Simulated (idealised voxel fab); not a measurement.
Presented below is a process module, voxel air gaps.
Each square cell in cross-section cut measures 5 nm, and the section as a whole is 265 nm wide.
Cross-section = grid of square cells, listed top down in bands; band = one or more rows.
Band: top height; bottom height; in nm. Then, left to right: material with width in nm, for each material. "everywhere": a single material spanning edge to edge. "blank": empty space.
Heights are reckoned from 0. Under this level, the received wafer is all of one material. The bottommost band is open-ended downward, for example "0 -> down".
When a width is written as two numbers, as in "30->40", the first number is the width in the top row of cells of the band and the second is the width in its bottom row, and the width changes by the same amount from each row to the next.
Any step labelled "no alterations made" changed none of the cells in the cross-section.
Each empty space that has no open way to the top and spans at least 8 cells appears under "Entrapped voids" as width x height at distance, the distance counted from the left edge, all in nm.
Formally, on a step line, whatever follows the settings is a remark that the simulator itself makes on the step.
What "overlay nm" on a step's line means: if the step has a mask, that mask lay this far to the right of its planned place, or, when the value is negative, to the left.

### Process steps (planned)
step 1: RECEIVE [material Si]
step 2: CONFORMAL_DEP [material SiO2] [thk nm 10]
step 3: CONFORMAL_DEP [material SiN] [thk nm 5]
step 4: DIRECTIONAL_DEP [material lowk] [thk nm 40]
step 5: PATTERN [tone open] [mask id LINES] [material resist] [width nm 20] [pitch nm 45] [thk nm 15] [overlay nm 0]
step 6: DIRECTIONAL_ETCH [etch materials lowk] [depth nm 40]
step 7: STRIP [etch materials resist]
step 8: CONFORMAL_DEP [material TiN] [thk nm 5]
step 9: FILL_DEP [material Cu] [thk nm 5]
step 10: CMP [height nm 55]
step 11: EPI [material Ru] [thk nm 10]
step 12: SELECTIVE_ETCH [etch materials lowk] [depth nm 50]
step 13: CONFORMAL_DEP [material SiN] [thk nm 5]

### First wafer of two (run as planned)

### So this is the incoming wafer in cross-section - it's already been through step 1
    0 -> down | Si everywhere
    Entrapped voids: none

### The wafer, seen in cross-section, after step 2
    10 -> 0 | SiO2 everywhere
    Anything lower than 0 is untouched.

### The wafer, seen in cross-section, after step 3
    15 -> 10 | SiN everywhere
    Anything lower than 10 is untouched.

### The wafer, seen in cross-section, after step 4
    55 -> 15 | lowk everywhere
    Anything lower than 15 is untouched.

### The wafer, seen in cross-section, after step 5
    70 -> 55 | resist 55 / blank 20 / resist 25 / blank 20 / resist 25 / blank 20 / resist 25 / blank 20 / resist 55
    Anything lower than 55 is untouched.

### The wafer, seen in cross-section, after step 6
    70 -> 55 | resist 55 / blank 20 / resist 25 / blank 20 / resist 25 / blank 20 / resist 25 / blank 20 / resist 55
    55 -> 15 | lowk 55 / blank 20 / lowk 25 / blank 20 / lowk 25 / blank 20 / lowk 25 / blank 20 / lowk 55
    Anything lower than 15 is untouched.

### The wafer, seen in cross-section, after step 7
    55 -> 15 | lowk 55 / blank 20 / lowk 25 / blank 20 / lowk 25 / blank 20 / lowk 25 / blank 20 / lowk 55
    Anything lower than 15 is untouched.

### The wafer, seen in cross-section, after step 8
    60 -> 55 | TiN 60 / blank 10 / TiN 35 / blank 10 / TiN 35 / blank 10 / TiN 35 / blank 10 / TiN 60
    55 -> 20 | lowk 55 / TiN 5 / blank 10 / TiN 5 / lowk 25 / TiN 5 / blank 10 / TiN 5 / lowk 25 / TiN 5 / blank 10 / TiN 5 / lowk 25 / TiN 5 / blank 10 / TiN 5 / lowk 55
    20 -> 15 | lowk 55 / TiN 20 / lowk 25 / TiN 20 / lowk 25 / TiN 20 / lowk 25 / TiN 20 / lowk 55
    Anything lower than 15 is untouched.

### The wafer, seen in cross-section, after step 9
    65 -> 60 | Cu everywhere
    60 -> 55 | TiN 60 / Cu 10 / TiN 35 / Cu 10 / TiN 35 / Cu 10 / TiN 35 / Cu 10 / TiN 60
    55 -> 20 | lowk 55 / TiN 5 / Cu 10 / TiN 5 / lowk 25 / TiN 5 / Cu 10 / TiN 5 / lowk 25 / TiN 5 / Cu 10 / TiN 5 / lowk 25 / TiN 5 / Cu 10 / TiN 5 / lowk 55
    Anything lower than 20 is untouched.

### The wafer, seen in cross-section, after step 10
    55 -> 20 | lowk 55 / TiN 5 / Cu 10 / TiN 5 / lowk 25 / TiN 5 / Cu 10 / TiN 5 / lowk 25 / TiN 5 / Cu 10 / TiN 5 / lowk 25 / TiN 5 / Cu 10 / TiN 5 / lowk 55
    Anything lower than 20 is untouched.

### The wafer, seen in cross-section, after step 11
    65 -> 55 | blank 45 / Ru 40 / blank 5 / Ru 40 / blank 5 / Ru 40 / blank 5 / Ru 40 / blank 45
    Anything lower than 55 is untouched.

### The wafer, seen in cross-section, after step 12
    65 -> 55 | blank 45 / Ru 40 / blank 5 / Ru 40 / blank 5 / Ru 40 / blank 5 / Ru 40 / blank 45
    55 -> 20 | blank 55 / TiN 5 / Cu 10 / TiN 5 / blank 25 / TiN 5 / Cu 10 / TiN 5 / blank 25 / TiN 5 / Cu 10 / TiN 5 / blank 25 / TiN 5 / Cu 10 / TiN 5 / blank 55
    20 -> 15 | blank 55 / TiN 20 / blank 25 / TiN 20 / blank 25 / TiN 20 / blank 25 / TiN 20 / blank 55
    Anything lower than 15 is untouched.

### The wafer, seen in cross-section, after step 13
    70 -> 65 | blank 40 / SiN 185 / blank 40
    65 -> 55 | blank 40 / SiN 5 / Ru 40 / SiN 5 / Ru 40 / SiN 5 / Ru 40 / SiN 5 / Ru 40 / SiN 5 / blank 40
    55 -> 50 | blank 40 / SiN 15 / TiN 5 / Cu 10 / TiN 5 / SiN 25 / TiN 5 / Cu 10 / TiN 5 / SiN 25 / TiN 5 / Cu 10 / TiN 5 / SiN 25 / TiN 5 / Cu 10 / TiN 5 / SiN 15 / blank 40
    50 -> 20 | blank 50 / SiN 5 / TiN 5 / Cu 10 / TiN 5 / SiN 5 / blank 15 / SiN 5 / TiN 5 / Cu 10 / TiN 5 / SiN 5 / blank 15 / SiN 5 / TiN 5 / Cu 10 / TiN 5 / SiN 5 / blank 15 / SiN 5 / TiN 5 / Cu 10 / TiN 5 / SiN 5 / blank 50
    20 -> 15 | SiN 55 / TiN 20 / SiN 25 / TiN 20 / SiN 25 / TiN 20 / SiN 25 / TiN 20 / SiN 55
    Anything lower than 15 is untouched.
    Entrapped voids: 15 x 30 at 80; 15 x 30 at 125; 15 x 30 at 170

### Here the second wafer is described. Its start and its plan were those of the first wafer. Its run contained one mistake. Up to and including step 4, it did exactly what the first wafer did

### Cross-sectional view of the second wafer at the intended end time of process step 5
    70 -> 55 | blank 55 / resist 20 / blank 25 / resist 20 / blank 25 / resist 20 / blank 25 / resist 20 / blank 55
    Anything lower than 55 is untouched.

### Cross-sectional view of the second wafer at the intended end time of process step 6
    70 -> 55 | blank 55 / resist 20 / blank 25 / resist 20 / blank 25 / resist 20 / blank 25 / resist 20 / blank 55
    55 -> 15 | blank 55 / lowk 20 / blank 25 / lowk 20 / blank 25 / lowk 20 / blank 25 / lowk 20 / blank 55
    Anything lower than 15 is untouched.

### Cross-sectional view of the second wafer at the intended end time of process step 7
    55 -> 15 | blank 55 / lowk 20 / blank 25 / lowk 20 / blank 25 / lowk 20 / blank 25 / lowk 20 / blank 55
    Anything lower than 15 is untouched.

### Cross-sectional view of the second wafer at the intended end time of process step 8
    60 -> 55 | blank 50 / TiN 30 / blank 15 / TiN 30 / blank 15 / TiN 30 / blank 15 / TiN 30 / blank 50
    55 -> 20 | blank 50 / TiN 5 / lowk 20 / TiN 5 / blank 15 / TiN 5 / lowk 20 / TiN 5 / blank 15 / TiN 5 / lowk 20 / TiN 5 / blank 15 / TiN 5 / lowk 20 / TiN 5 / blank 50
    20 -> 15 | TiN 55 / lowk 20 / TiN 25 / lowk 20 / TiN 25 / lowk 20 / TiN 25 / lowk 20 / TiN 55
    Anything lower than 15 is untouched.

### Cross-sectional view of the second wafer at the intended end time of process step 9
    65 -> 60 | Cu everywhere
    60 -> 55 | Cu 50 / TiN 30 / Cu 15 / TiN 30 / Cu 15 / TiN 30 / Cu 15 / TiN 30 / Cu 50
    55 -> 20 | Cu 50 / TiN 5 / lowk 20 / TiN 5 / Cu 15 / TiN 5 / lowk 20 / TiN 5 / Cu 15 / TiN 5 / lowk 20 / TiN 5 / Cu 15 / TiN 5 / lowk 20 / TiN 5 / Cu 50
    Anything lower than 20 is untouched.

### Cross-sectional view of the second wafer at the intended end time of process step 10
    55 -> 20 | Cu 50 / TiN 5 / lowk 20 / TiN 5 / Cu 15 / TiN 5 / lowk 20 / TiN 5 / Cu 15 / TiN 5 / lowk 20 / TiN 5 / Cu 15 / TiN 5 / lowk 20 / TiN 5 / Cu 50
    Anything lower than 20 is untouched.

### Cross-sectional view of the second wafer at the intended end time of process step 11
    65 -> 55 | Ru everywhere
    Anything lower than 55 is untouched.

Cross-sectional view of the second wafer at the intended end time of process step 12: no alterations made

### Cross-sectional view of the second wafer at the intended end time of process step 13
    70 -> 65 | SiN everywhere
    Anything lower than 65 is untouched.
What went wrong in running the wafer? step 5 was not run as planned; what actually ran was PATTERN [tone cover] [mask id LINES] [material resist] [width nm 20] [pitch nm 45] [thk nm 15] [overlay nm 0]
Final comparison by cell count, materials where the second wafer has more or fewer than the first: Cu: 147 more; Ru: 42 more; SiN: 100 fewer; TiN: 21 more; lowk: 128 more
In the final state there are 3 closed voids in the first wafer, compared with 0 in the second wafer.
